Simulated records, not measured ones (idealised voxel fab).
You're looking at the process module voxel transistor to metal.
Xsec cut, 140 nm wide, square cell size 5 nm.
Square cells in a grid make up a cross-section in this document, and the grid is given as bands, listed from the top down, each one or more rows of cells. For a band, the entry starts with two heights in nm, that of the top and then that of the bottom, and carries on with the band's materials in order from left to right, each alongside its width in nm; the word "full width" beside a single material means it fills the band edge to edge, and "blank" means empty space. The reference from which all heights are counted is 0, the level beneath which the as-received wafer is entirely one material; the lowest band, having no lower bound, proceeds downward and is written after the example "from 0 down". Read "30->40" as a graded width: first number on top, second number at the bottom, same change between each pair of neighbouring rows. For the purposes of this document, the phrase "same as before" attached to a step denotes that no cell within the cross-section was modified by that step. Reported under the label "Sealed cavities" are the empty spaces having no open way to the top and comprising 8 cells or more; the notation for each is width x height at distance, in which the distance is measured from the left edge and all three values are in nm. Read whatever lies past the settings on a step's line as the simulator's own remark about the step. overlay nm: how far to the right of its planned place the mask lay on this masked step (negative: to the left).
These are the steps we planned for the process:
1) RECEIVE: material Si
2) CONFORMAL_DEP: material SiO2, thk nm 5
3) CONFORMAL_DEP: material SiN, thk nm 15
4) PATTERN: tone cover, mask id ACTIVE, material resist, width nm 105, thk nm 20, overlay nm 0
5) DIRECTIONAL_ETCH: etch materials SiN, depth nm 15
6) DIRECTIONAL_ETCH: etch materials SiO2, depth nm 5
7) DIRECTIONAL_ETCH: etch materials Si, depth nm 30
8) STRIP: etch materials resist
9) FILL_DEP: material SiO2, thk nm 5
10) CMP: height nm 20
11) SELECTIVE_ETCH: etch materials SiO2, depth nm 5
12) STRIP: etch materials SiN
13) SELECTIVE_ETCH: etch materials SiO2, depth nm 5
14) OXIDIZE: depth nm 5
15) DIRECTIONAL_DEP: material polySi, thk nm 25
16) DIRECTIONAL_DEP: material SiCN, thk nm 10
17) DIRECTIONAL_DEP: material aC, thk nm 15
18) PATTERN: tone cover, mask id GATE, material resist, width nm 15, thk nm 30, overlay nm 0
19) DIRECTIONAL_ETCH: etch materials aC, depth nm 15
20) STRIP: etch materials resist
21) DIRECTIONAL_ETCH: etch materials SiCN, depth nm 20
22) DIRECTIONAL_ETCH: etch materials polySi, depth nm 35
23) STRIP: etch materials aC
24) CONFORMAL_DEP: material SiN, thk nm 10
25) DIRECTIONAL_ETCH: etch materials SiN, depth nm 10
26) DIRECTIONAL_ETCH: etch materials SiO2, depth nm 5
27) EPI: material pSi, thk nm 5
28) FILL_DEP: material SiO2, thk nm 5
29) CMP: height nm 35
30) DIRECTIONAL_DEP: material SiO2, thk nm 10
31) DIRECTIONAL_DEP: material aC, thk nm 15
32) PATTERN: tone open, mask id CONTACT, material resist, width nm 20, pitch nm 65, thk nm 30, overlay nm 0
33) DIRECTIONAL_ETCH: etch materials aC, depth nm 15
34) STRIP: etch materials resist
35) DIRECTIONAL_ETCH: etch materials SiO2, depth nm 45
36) STRIP: etch materials aC
37) CONFORMAL_DEP: material TiN, thk nm 5
38) FILL_DEP: material W, thk nm 5
39) CMP: height nm 45
40) DIRECTIONAL_DEP: material TiN, thk nm 5
41) DIRECTIONAL_DEP: material W, thk nm 20
42) MASKED_ETCH: tone cover, mask id METAL_1, width nm 20, pitch nm 65, etch materials W, depth nm 20, overlay nm 0
43) MASKED_ETCH: tone cover, mask id METAL_1, width nm 20, pitch nm 65, etch materials TiN, depth nm 5, overlay nm 0
44) CONFORMAL_DEP: material SiCN, thk nm 5
45) FILL_DEP: material SiO2, thk nm 10
46) CMP: height nm 70
47) CONFORMAL_DEP: material SiCN, thk nm 5
As-received wafer cross-section (after step 1):
* from 0 down = Si full width
* Sealed cavities: none
Sectioned view, first of two wafers, at the close of the module, processed as intended in the plan:
* from 75 to 70 = SiCN full width
* from 70 to 50 = SiO2 20 nm  SiCN 5 nm  W 20 nm  SiCN 5 nm  SiO2 35 nm  SiCN 5 nm  W 20 nm  SiCN 5 nm  SiO2 25 nm
* from 50 to 45 = SiCN 25 nm  TiN 20 nm  SiCN 45 nm  TiN 20 nm  SiCN 30 nm
* from 45 to 35 = SiO2 25 nm  TiN 5 nm  W 10 nm  TiN 5 nm  SiO2 45 nm  TiN 5 nm  W 10 nm  TiN 5 nm  SiO2 30 nm
* from 35 to 25 = SiO2 25 nm  TiN 5 nm  W 10 nm  TiN 5 nm  SiO2 5 nm  SiN 10 nm  SiCN 15 nm  SiN 10 nm  SiO2 5 nm  TiN 5 nm  W 10 nm  TiN 5 nm  SiO2 30 nm
* from 25 to 10 = SiO2 25 nm  TiN 5 nm  W 10 nm  TiN 5 nm  SiO2 5 nm  SiN 10 nm  polySi 15 nm  SiN 10 nm  SiO2 5 nm  TiN 5 nm  W 10 nm  TiN 5 nm  SiO2 30 nm
* from 10 to 5 = SiO2 10 nm  SiN 10 nm  SiO2 5 nm  TiN 5 nm  W 10 nm  TiN 5 nm  SiO2 5 nm  SiN 10 nm  polySi 15 nm  SiN 10 nm  SiO2 5 nm  TiN 5 nm  W 10 nm  TiN 5 nm  SiO2 5 nm  SiN 10 nm  SiO2 15 nm
* from 5 to 0 = SiO2 10 nm  SiN 10 nm  SiO2 5 nm  TiN 20 nm  SiO2 5 nm  SiN 10 nm  polySi 15 nm  SiN 10 nm  SiO2 5 nm  TiN 20 nm  SiO2 5 nm  SiN 10 nm  SiO2 15 nm
* from 0 to -5 = SiO2 20 nm  pSi 30 nm  SiO2 35 nm  pSi 30 nm  SiO2 25 nm
* from -5 to -30 = SiO2 15 nm  Si 105 nm  SiO2 20 nm
* from -30 down = Si full width
* Sealed cavities: none
Cross-sectional image of the second wafer of the two following completion of the module. Starting state and process plan were the same as for the first wafer; one execution error occurred:
* from 75 to 70 = SiCN full width
* from 70 to 50 = SiO2 20 nm  SiCN 5 nm  W 20 nm  SiCN 5 nm  SiO2 35 nm  SiCN 5 nm  W 20 nm  SiCN 5 nm  SiO2 25 nm
* from 50 to 45 = SiCN 25 nm  TiN 20 nm  SiCN 45 nm  TiN 20 nm  SiCN 30 nm
* from 45 to 35 = SiO2 25 nm  TiN 5 nm  W 10 nm  TiN 5 nm  SiO2 45 nm  TiN 5 nm  W 10 nm  TiN 5 nm  SiO2 30 nm
* from 35 to 25 = SiO2 25 nm  TiN 5 nm  W 10 nm  TiN 5 nm  SiO2 5 nm  SiN 10 nm  SiCN 15 nm  SiN 10 nm  SiO2 5 nm  TiN 5 nm  W 10 nm  TiN 5 nm  SiO2 30 nm
* from 25 to 10 = SiO2 25 nm  TiN 5 nm  W 10 nm  TiN 5 nm  SiO2 5 nm  SiN 10 nm  polySi 15 nm  SiN 10 nm  SiO2 5 nm  TiN 5 nm  W 10 nm  TiN 5 nm  SiO2 30 nm
* from 10 to 5 = SiO2 10 nm  SiN 10 nm  SiO2 5 nm  TiN 5 nm  W 10 nm  TiN 5 nm  SiO2 5 nm  SiN 10 nm  polySi 15 nm  SiN 10 nm  SiO2 5 nm  TiN 5 nm  W 10 nm  TiN 5 nm  SiO2 5 nm  SiN 10 nm  SiO2 15 nm
* from 5 to 0 = SiO2 10 nm  SiN 10 nm  SiO2 5 nm  TiN 20 nm  SiO2 5 nm  SiN 10 nm  polySi 15 nm  SiN 10 nm  SiO2 5 nm  TiN 20 nm  SiO2 5 nm  SiN 10 nm  SiO2 15 nm
* from 0 to -5 = SiO2 10 nm  SiN 5 nm  SiO2 5 nm  pSi 30 nm  SiO2 35 nm  pSi 30 nm  SiO2 5 nm  SiN 5 nm  SiO2 15 nm
* from -5 to -10 = SiO2 20 nm  Si 95 nm  SiO2 25 nm
* from -10 to -30 = SiO2 15 nm  Si 105 nm  SiO2 20 nm
* from -30 down = Si full width
* Sealed cavities: none
Here's what went sideways: step 2 of the plan was excluded from execution and never run
Heads up, by the end the second wafer has more or fewer cells of some materials compared to the first: Si -2 | SiN +2
